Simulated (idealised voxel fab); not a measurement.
The document below concerns the process module designated voxel ribs on slabs.
Cross-section cut spans 270 nm and uses square cells 5 nm in size.
We lay out every cross-section as a grid of square cells and spell it out in bands from the top down, where one band means one or more rows of cells. First you get the band's top height and its bottom height, in nm, and then the materials it's made of, left to right, with each width in nm. If you see a single material with "full width", that one covers the band edge to edge. "air" is empty space. Convention: height 0 is the level below which the wafer, as received, is all one material. The lowest band does not terminate at the bottom but continues downward, represented as "0 nm and below". Note: "30 to 40" means the width goes from the first number (top row of the band) to the second number (bottom row) in equal steps per row of cells. It should be understood that the words "remained unchanged", when stated for a given step, signify that the cross-section underwent no change in any of its cells during that step. Heads up: "Trapped voids" only lists the empty pockets with no open path to the top that are 8 cells or more, and it writes them as width x height at distance, distance from the left edge, in nm. On a step's line, text after the settings is the simulator commenting on that step. The "overlay nm" setting may appear on a step's line; for a step that uses a mask, it gives how far to the right of its planned position the mask lay, and a negative value indicates the left.
# Process steps - plan
- 1: RECEIVE with material Si
- 2: DIRECTIONAL_DEP with material SiO2, thk nm 30
- 3: DIRECTIONAL_DEP with material polySi, thk nm 15
- 4: MASKED_ETCH with tone cover, mask id RIB, width nm 30, etch materials polySi, depth nm 10, overlay nm 0
- 5: MASKED_ETCH with tone cover, mask id SLAB, width nm 60, etch materials polySi, depth nm 5, overlay nm 0
- 6: FILL_DEP with material SiO2, thk nm 25
- 7: CMP with height nm 60
- 8: DIRECTIONAL_DEP with material W, thk nm 10
- 9: PATTERN with tone cover, mask id HEATER, material resist, width nm 40, thk nm 20, overlay nm 0
- 10: DIRECTIONAL_ETCH with etch materials W, depth nm 10
- 11: STRIP with etch materials resist
- 12: CONFORMAL_DEP with material SiN, thk nm 5
# Below: the first of two wafers, run as planned
# Cross-section of the incoming wafer, state after step 1
> 0 nm and below | Si full width
> Trapped voids: none
# Wafer section view after processing step 2
> 30 nm to 0 nm | SiO2 full width
> Under the height 0 nothing was changed.
# Wafer section view after processing step 3
> 45 nm to 30 nm | polySi full width
> Under the height 30 nothing was changed.
# Wafer section view after processing step 4
> 45 nm to 35 nm | 120 air, then 30 polySi, then 120 air
> Under the height 35 nothing was changed.
# Wafer section view after processing step 5
> 45 nm to 35 nm | 120 air, then 30 polySi, then 120 air
> 35 nm to 30 nm | 105 air, then 60 polySi, then 105 air
> Under the height 30 nothing was changed.
# Wafer section view after processing step 6
> 70 nm to 45 nm | SiO2 full width
> 45 nm to 35 nm | 120 SiO2, then 30 polySi, then 120 SiO2
> 35 nm to 30 nm | 105 SiO2, then 60 polySi, then 105 SiO2
> Under the height 30 nothing was changed.
# Wafer section view after processing step 7
> 60 nm to 45 nm | SiO2 full width
> Under the height 45 nothing was changed.
# Wafer section view after processing step 8
> 70 nm to 60 nm | W full width
> Under the height 60 nothing was changed.
# Wafer section view after processing step 9
> 90 nm to 70 nm | 115 air, then 40 resist, then 115 air
> Under the height 70 nothing was changed.
# Wafer section view after processing step 10
> 90 nm to 70 nm | 115 air, then 40 resist, then 115 air
> 70 nm to 60 nm | 115 air, then 40 W, then 115 air
> Under the height 60 nothing was changed.
# Wafer section view after processing step 11
> 70 nm to 60 nm | 115 air, then 40 W, then 115 air
> Under the height 60 nothing was changed.
# Wafer section view after processing step 12
> 75 nm to 70 nm | 110 air, then 50 SiN, then 110 air
> 70 nm to 65 nm | 110 air, then 5 SiN, then 40 W, then 5 SiN, then 110 air
> 65 nm to 60 nm | 115 SiN, then 40 W, then 115 SiN
> Under the height 60 nothing was changed.
# Wafer two of two - same starting point, same process plan, one mistake in execution; matches wafer one up to and including step 2
# Planned end of step 3: second wafer, cross-section
> 50 nm to 30 nm | polySi full width
> Under the height 30 nothing was changed.
# Planned end of step 4: second wafer, cross-section
> 50 nm to 40 nm | 120 air, then 30 polySi, then 120 air
> Under the height 40 nothing was changed.
# Planned end of step 5: second wafer, cross-section
> 50 nm to 40 nm | 120 air, then 30 polySi, then 120 air
> 40 nm to 35 nm | 105 air, then 60 polySi, then 105 air
> Under the height 35 nothing was changed.
# Planned end of step 6: second wafer, cross-section
> 75 nm to 50 nm | SiO2 full width
> 50 nm to 40 nm | 120 SiO2, then 30 polySi, then 120 SiO2
> 40 nm to 35 nm | 105 SiO2, then 60 polySi, then 105 SiO2
> Under the height 35 nothing was changed.
# Planned end of step 7: second wafer, cross-section
> 60 nm to 50 nm | SiO2 full width
> Under the height 50 nothing was changed.
# Planned end of step 8: second wafer, cross-section
> 70 nm to 60 nm | W full width
> Under the height 60 nothing was changed.
# Planned end of step 9: second wafer, cross-section
> 90 nm to 70 nm | 115 air, then 40 resist, then 115 air
> Under the height 70 nothing was changed.
# Planned end of step 10: second wafer, cross-section
> 90 nm to 70 nm | 115 air, then 40 resist, then 115 air
> 70 nm to 60 nm | 115 air, then 40 W, then 115 air
> Under the height 60 nothing was changed.
# Planned end of step 11: second wafer, cross-section
> 70 nm to 60 nm | 115 air, then 40 W, then 115 air
> Under the height 60 nothing was changed.
# Planned end of step 12: second wafer, cross-section
> 75 nm to 70 nm | 110 air, then 50 SiN, then 110 air
> 70 nm to 65 nm | 110 air, then 5 SiN, then 40 W, then 5 SiN, then 110 air
> 65 nm to 60 nm | 115 SiN, then 40 W, then 115 SiN
> Under the height 60 nothing was changed.
Deviation noted in wafer processing: step 3 was not run as planned; what actually ran was DIRECTIONAL_DEP with material polySi, thk nm 20
The second wafer ends with more or fewer cells of some materials than the first, per final count: SiO2: 54 fewer, polySi: 54 more
